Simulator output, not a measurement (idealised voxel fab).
Title: Process Module voxel transistor to metal
Shown is cross-section cut, with a width of 145 nm and square cells of size 5 nm.
Square cells in a grid make up a cross-section in this document, and the grid is given as bands, listed from the top down, each one or more rows of cells.
Heads up on the band format: heights come first, top then bottom, in nm. After that it's the materials left to right, each with its width in nm. A single material flagged "edge to edge" fills the whole band edge to edge, and "air" means there's empty space there.
For the purposes of this specification, 0 denotes the height below which the wafer in its as-received condition is composed wholly of one material, and the lowermost band, lacking a lower limit, extends downward without end, as expressed in "0 nm and below".
It should be noted that a width expressed as "30->40" varies in equal increments from row to row of cells within the band, taking the value of the first number at the top row and that of the second number at the bottom row.
For the purposes of this document, the phrase "remained the same" attached to a step denotes that no cell within the cross-section was modified by that step.
If an empty space has no open way to the top and is at least 8 cells in size, "Fully enclosed voids" lists it, written width x height at distance, where distance is measured from the left edge and every value is in nm.
Past the settings on a step's line: simulator remark, on that step.
overlay nm: step with mask; distance mask lay right of planned place; negative value = left of planned place.
STEPS IN THE PROCESS PLAN
1) RECEIVE | material Si
2) CONFORMAL_DEP | material SiO2 | thk nm 5
3) CONFORMAL_DEP | material SiN | thk nm 15
4) DIRECTIONAL_DEP | material aC | thk nm 15
5) PATTERN | tone cover | mask id ACTIVE | material resist | width nm 95 | thk nm 30 | overlay nm 0
6) DIRECTIONAL_ETCH | etch materials aC | depth nm 15
7) STRIP | etch materials resist
8) DIRECTIONAL_ETCH | etch materials SiN | depth nm 15
9) DIRECTIONAL_ETCH | etch materials SiO2 | depth nm 5
10) DIRECTIONAL_ETCH | etch materials Si | depth nm 35
11) STRIP | etch materials aC
12) OXIDIZE | depth nm 5
13) FILL_DEP | material SiO2 | thk nm 10
14) CMP | height nm 20
15) SELECTIVE_ETCH | etch materials SiO2 | depth nm 10
16) STRIP | etch materials SiN
17) SELECTIVE_ETCH | etch materials SiO2 | depth nm 5
18) OXIDIZE | depth nm 5
19) DIRECTIONAL_DEP | material polySi | thk nm 30
20) DIRECTIONAL_DEP | material SiCN | thk nm 10
21) DIRECTIONAL_DEP | material aC | thk nm 15
22) PATTERN | tone cover | mask id GATE | material resist | width nm 25 | thk nm 35 | overlay nm 0
23) DIRECTIONAL_ETCH | etch materials aC | depth nm 15
24) STRIP | etch materials resist
25) DIRECTIONAL_ETCH | etch materials SiCN | depth nm 20
26) DIRECTIONAL_ETCH | etch materials polySi | depth nm 40
27) STRIP | etch materials aC
28) CONFORMAL_DEP | material SiN | thk nm 5
29) DIRECTIONAL_ETCH | etch materials SiN | depth nm 5
30) DIRECTIONAL_ETCH | etch materials SiO2 | depth nm 5
31) DIRECTIONAL_ETCH | etch materials Si | depth nm 15
32) EPI | material SiGe | thk nm 20
33) FILL_DEP | material SiO2 | thk nm 5
34) CMP | height nm 30
35) STRIP | etch materials polySi
36) SELECTIVE_ETCH | etch materials SiO2 | depth nm 5
37) CONFORMAL_DEP | material HfO2 | thk nm 5
38) CONFORMAL_DEP | material TiN | thk nm 5
39) FILL_DEP | material W | thk nm 10
40) CMP | height nm 25
41) DIRECTIONAL_DEP | material SiO2 | thk nm 10
42) MASKED_ETCH | tone open | mask id CONTACT | width nm 15 | pitch nm 70 | etch materials SiO2 | depth nm 35 | overlay nm 0
43) CONFORMAL_DEP | material TiN | thk nm 5
44) FILL_DEP | material Ru | thk nm 10
45) CMP | height nm 35
46) CONFORMAL_DEP | material SiCN | thk nm 5
47) DIRECTIONAL_DEP | material SiO2 | thk nm 20
48) MASKED_ETCH | tone open | mask id METAL_1 | width nm 15 | pitch nm 70 | etch materials SiO2 | depth nm 20 | overlay nm 0
49) MASKED_ETCH | tone open | mask id METAL_1 | width nm 15 | pitch nm 70 | etch materials SiCN | depth nm 5 | overlay nm 0
50) CONFORMAL_DEP | material TiN | thk nm 5
51) FILL_DEP | material W | thk nm 5
52) CMP | height nm 60
53) EPI | material Ru | thk nm 5
54) FILL_DEP | material SiCN | thk nm 5
SO THIS IS THE INCOMING WAFER IN CROSS-SECTION - IT'S ALREADY BEEN THROUGH STEP 1
    0 nm and below = Si edge to edge
    Fully enclosed voids: none
LOOKING AT THE FIRST OF TWO WAFERS IN CROSS-SECTION AT END OF MODULE - RAN TO PLAN
    70 nm to 65 nm = SiCN edge to edge
    65 nm to 60 nm = SiCN (25) / Ru (25) / SiCN (45) / Ru (25) / SiCN (25)
    60 nm to 40 nm = SiO2 (30) / TiN (5) / W (5) / TiN (5) / SiO2 (55) / TiN (5) / W (5) / TiN (5) / SiO2 (30)
    40 nm to 35 nm = SiCN (30) / TiN (15) / SiCN (55) / TiN (15) / SiCN (30)
    35 nm to 25 nm = SiO2 (30) / TiN (5) / Ru (5) / TiN (5) / SiO2 (55) / TiN (5) / Ru (5) / TiN (5) / SiO2 (30)
    25 nm to 20 nm = SiO2 (30) / TiN (5) / Ru (5) / TiN (5) / SiO2 (10) / SiN (5) / HfO2 (5) / TiN (5) / W (5) / TiN (5) / HfO2 (5) / SiN (5) / SiO2 (10) / TiN (5) / Ru (5) / TiN (5) / SiO2 (30)
    20 nm to 15 nm = SiO2 (30) / TiN (15) / SiO2 (10) / SiN (5) / HfO2 (5) / TiN (5) / W (5) / TiN (5) / HfO2 (5) / SiN (5) / SiO2 (10) / TiN (15) / SiO2 (30)
    15 nm to 5 nm = SiO2 (30) / TiN (5) / SiGe (20) / SiN (5) / HfO2 (5) / TiN (5) / W (5) / TiN (5) / HfO2 (5) / SiN (5) / SiGe (20) / TiN (5) / SiO2 (30)
    5 nm to 0 nm = SiO2 (20) / SiN (5) / SiO2 (5) / TiN (5) / SiGe (20) / SiN (5) / HfO2 (5) / TiN (15) / HfO2 (5) / SiN (5) / SiGe (20) / TiN (5) / SiO2 (5) / SiN (5) / SiO2 (20)
    0 nm to -5 nm = SiO2 (25) / SiGe (30) / HfO2 (35) / SiGe (30) / SiO2 (25)
    -5 nm to -20 nm = SiO2 (30) / SiGe (25) / Si (35) / SiGe (25) / SiO2 (30)
    -20 nm to -40 nm = SiO2 (30) / Si (85) / SiO2 (30)
    -40 nm and below = Si edge to edge
    Fully enclosed voids: none
SECOND WAFER CROSS-SECTION AT END OF MODULE - SHARED START AND PLAN WITH THE FIRST, ONE MISTAKE IN THE RUN
    70 nm to 65 nm = SiCN edge to edge
    65 nm to 60 nm = SiCN (25) / Ru (25) / SiCN (45) / Ru (25) / SiCN (25)
    60 nm to 40 nm = SiO2 (30) / TiN (5) / W (5) / TiN (5) / SiO2 (55) / TiN (5) / W (5) / TiN (5) / SiO2 (30)
    40 nm to 35 nm = SiCN (30) / TiN (15) / SiCN (55) / TiN (15) / SiCN (30)
    35 nm to 30 nm = SiO2 (30) / TiN (5) / Ru (5) / TiN (5) / SiO2 (55) / TiN (5) / Ru (5) / TiN (5) / SiO2 (30)
    30 nm to 25 nm = SiO2 (30) / TiN (15) / SiO2 (55) / TiN (15) / SiO2 (30)
    25 nm to 15 nm = W (50) / TiN (5) / HfO2 (5) / SiN (5) / SiO2 (15) / SiN (5) / HfO2 (5) / TiN (5) / W (50)
    15 nm to 10 nm = W (50) / TiN (5) / HfO2 (5) / SiN (5) / SiGe (15) / SiN (5) / HfO2 (5) / TiN (5) / W (50)
    10 nm to 5 nm = TiN (25) / W (25) / TiN (5) / HfO2 (5) / SiN (5) / SiGe (15) / SiN (5) / HfO2 (5) / TiN (5) / W (25) / TiN (25)
    5 nm to 0 nm = HfO2 (20) / TiN (35) / HfO2 (5) / SiN (5) / SiGe (15) / SiN (5) / HfO2 (5) / TiN (35) / HfO2 (20)
    0 nm to -5 nm = SiO2 (15) / HfO2 (50) / SiGe (15) / HfO2 (50) / SiO2 (15)
    -5 nm to -20 nm = SiO2 (30) / Si (35) / SiGe (15) / Si (35) / SiO2 (30)
    -20 nm to -40 nm = SiO2 (30) / Si (85) / SiO2 (30)
    -40 nm and below = Si edge to edge
    Fully enclosed voids: none
Want to know what went wrong? off-plan run, step 22, actual operation and settings PATTERN | tone open | mask id GATE | material resist | width nm 25 | thk nm 35 | overlay nm 0
Heads up, by the end the second wafer has more or fewer cells of some materials compared to the first: +21 HfO2; -4 Ru; +21 Si; -45 SiGe; -2 SiN; -64 SiO2; +7 TiN; +66 W
